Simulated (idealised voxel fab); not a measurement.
voxel self aligned vias: a process module
The figure presents cross-section cut, which has a width of 190 nm and is divided into square cells with an edge length of 5 nm.
Cross-section = grid of square cells, listed top down in bands; band = one or more rows.
Look at the band entry: it leads with the top's height and the bottom's height in nm. Then it lists the materials left to right, with a width in nm for each. The word "throughout" on a single material says that material fills the band edge to edge. The word "empty" is empty space.
Height reference: 0 = level under which incoming wafer is all one material. Lowest band: no bottom, runs on downward, e.g. "z 0 and below".
The two numbers in a width such as "30 to 40" mark its ends across the band: the first belongs to the top row of cells, the second to the bottom row, and from each row to the next the width moves by the same amount.
"remained the same" for a step: no cell of the cross-section changed in that step.
Listed in "Internal closed voids": every empty space of 8 or more cells without an open way to the top. Form: width x height at distance, the distance being from the left edge, all in nm.
If you see something after the settings on a step's line, that's the simulator's own remark about that step.
overlay nm: for a step with a mask, the amount by which the mask lay right of where it was planned; a negative amount means left of it.

Here's what the planned process steps look like:
1 RECEIVE with material Si
2 CONFORMAL_DEP with material SiO2, thk nm 10
3 CONFORMAL_DEP with material SiCN, thk nm 5
4 DIRECTIONAL_DEP with material lowk, thk nm 20
5 PATTERN with tone open, mask id LINES, material resist, width nm 25, pitch nm 65, thk nm 20, overlay nm 0
6 DIRECTIONAL_ETCH with etch materials lowk, depth nm 20
7 STRIP with etch materials resist
8 CONFORMAL_DEP with material TiN, thk nm 5
9 FILL_DEP with material Ru, thk nm 10
10 CMP with height nm 35
11 SELECTIVE_ETCH with etch materials W Ru TiN, depth nm 5
12 FILL_DEP with material SiN, thk nm 5
13 CMP with height nm 35
14 DIRECTIONAL_DEP with material lowk, thk nm 20
15 MASKED_ETCH with tone open, mask id VIAS, width nm 35, etch materials lowk, depth nm 20, overlay nm 0
16 MASKED_ETCH with tone open, mask id VIAS, width nm 35, etch materials SiN, depth nm 5, overlay nm 0
17 CONFORMAL_DEP with material TiN, thk nm 5
18 FILL_DEP with material Ru, thk nm 5
19 CMP with height nm 55
20 CONFORMAL_DEP with material SiCN, thk nm 5

First of two wafers: run as planned:

Received-state cross-section, reflecting completion of step 1:
* z 0 and below  Si throughout
* Internal closed voids: none

after step 2:
* z 10 to 0  SiO2 throughout
* Rest of section, below 0: as before.

after step 3:
* z 15 to 10  SiCN throughout
* Rest of section, below 10: as before.

after step 4:
* z 35 to 15  lowk throughout
* Rest of section, below 15: as before.

after step 5:
* z 55 to 35  50 resist, 25 empty, 40 resist, 25 empty, 50 resist
* Rest of section, below 35: as before.

after step 6:
* z 55 to 35  50 resist, 25 empty, 40 resist, 25 empty, 50 resist
* z 35 to 15  50 lowk, 25 empty, 40 lowk, 25 empty, 50 lowk
* Rest of section, below 15: as before.

after step 7:
* z 35 to 15  50 lowk, 25 empty, 40 lowk, 25 empty, 50 lowk
* Rest of section, below 15: as before.

after step 8:
* z 40 to 35  55 TiN, 15 empty, 50 TiN, 15 empty, 55 TiN
* z 35 to 20  50 lowk, 5 TiN, 15 empty, 5 TiN, 40 lowk, 5 TiN, 15 empty, 5 TiN, 50 lowk
* z 20 to 15  50 lowk, 25 TiN, 40 lowk, 25 TiN, 50 lowk
* Rest of section, below 15: as before.

after step 9:
* z 50 to 40  Ru throughout
* z 40 to 35  55 TiN, 15 Ru, 50 TiN, 15 Ru, 55 TiN
* z 35 to 20  50 lowk, 5 TiN, 15 Ru, 5 TiN, 40 lowk, 5 TiN, 15 Ru, 5 TiN, 50 lowk
* Rest of section, below 20: as before.

after step 10:
* z 35 to 20  50 lowk, 5 TiN, 15 Ru, 5 TiN, 40 lowk, 5 TiN, 15 Ru, 5 TiN, 50 lowk
* Rest of section, below 20: as before.

after step 11:
* z 35 to 30  50 lowk, 25 empty, 40 lowk, 25 empty, 50 lowk
* Rest of section, below 30: as before.

after step 12:
* z 40 to 35  SiN throughout
* z 35 to 30  50 lowk, 25 SiN, 40 lowk, 25 SiN, 50 lowk
* Rest of section, below 30: as before.

after step 13:
* z 35 to 30  50 lowk, 25 SiN, 40 lowk, 25 SiN, 50 lowk
* Rest of section, below 30: as before.

after step 14:
* z 55 to 35  lowk throughout
* Rest of section, below 35: as before.

after step 15:
* z 55 to 35  45 lowk, 35 empty, 110 lowk
* Rest of section, below 35: as before.

after step 16:
* z 55 to 35  45 lowk, 35 empty, 110 lowk
* z 35 to 30  50 lowk, 25 empty, 40 lowk, 25 SiN, 50 lowk
* Rest of section, below 30: as before.

after step 17:
* z 60 to 55  50 TiN, 25 empty, 115 TiN
* z 55 to 40  45 lowk, 5 TiN, 25 empty, 5 TiN, 110 lowk
* z 40 to 35  45 lowk, 10 TiN, 15 empty, 10 TiN, 110 lowk
* z 35 to 30  50 lowk, 25 TiN, 40 lowk, 25 SiN, 50 lowk
* Rest of section, below 30: as before.

after step 18:
* z 65 to 60  Ru throughout
* z 60 to 55  50 TiN, 25 Ru, 115 TiN
* z 55 to 40  45 lowk, 5 TiN, 25 Ru, 5 TiN, 110 lowk
* z 40 to 35  45 lowk, 10 TiN, 15 Ru, 10 TiN, 110 lowk
* Rest of section, below 35: as before.

after step 19:
* z 55 to 40  45 lowk, 5 TiN, 25 Ru, 5 TiN, 110 lowk
* Rest of section, below 40: as before.

after step 20:
* z 60 to 55  SiCN throughout
* Rest of section, below 55: as before.

second wafer: like start, like plan, one mistake. Through step 14 it matches the first wafer:

Second wafer shown in cross-section at the time step 15 was slated to end:
* z 55 to 35  40 lowk, 35 empty, 115 lowk
* Rest of section, below 35: as before.

Second wafer shown in cross-section at the time step 16 was slated to end:
* z 55 to 35  40 lowk, 35 empty, 115 lowk
* z 35 to 30  50 lowk, 25 empty, 40 lowk, 25 SiN, 50 lowk
* Rest of section, below 30: as before.

Second wafer shown in cross-section at the time step 17 was slated to end:
* z 60 to 55  45 TiN, 25 empty, 120 TiN
* z 55 to 40  40 lowk, 5 TiN, 25 empty, 5 TiN, 115 lowk
* z 40 to 35  40 lowk, 15 TiN, 15 empty, 5 TiN, 115 lowk
* z 35 to 30  50 lowk, 25 TiN, 40 lowk, 25 SiN, 50 lowk
* Rest of section, below 30: as before.

Second wafer shown in cross-section at the time step 18 was slated to end:
* z 65 to 60  Ru throughout
* z 60 to 55  45 TiN, 25 Ru, 120 TiN
* z 55 to 40  40 lowk, 5 TiN, 25 Ru, 5 TiN, 115 lowk
* z 40 to 35  40 lowk, 15 TiN, 15 Ru, 5 TiN, 115 lowk
* Rest of section, below 35: as before.

Second wafer shown in cross-section at the time step 19 was slated to end:
* z 55 to 40  40 lowk, 5 TiN, 25 Ru, 5 TiN, 115 lowk
* Rest of section, below 40: as before.

Second wafer shown in cross-section at the time step 20 was slated to end:
* z 60 to 55  SiCN throughout
* Rest of section, below 55: as before.
Misprocessing identified: step 15 ran as: MASKED_ETCH with tone open, mask id VIAS, width nm 35, etch materials lowk, depth nm 20, overlay nm -5
By the end, you'd get the same cell count for each material on either wafer, but the second wafer puts them somewhere else.
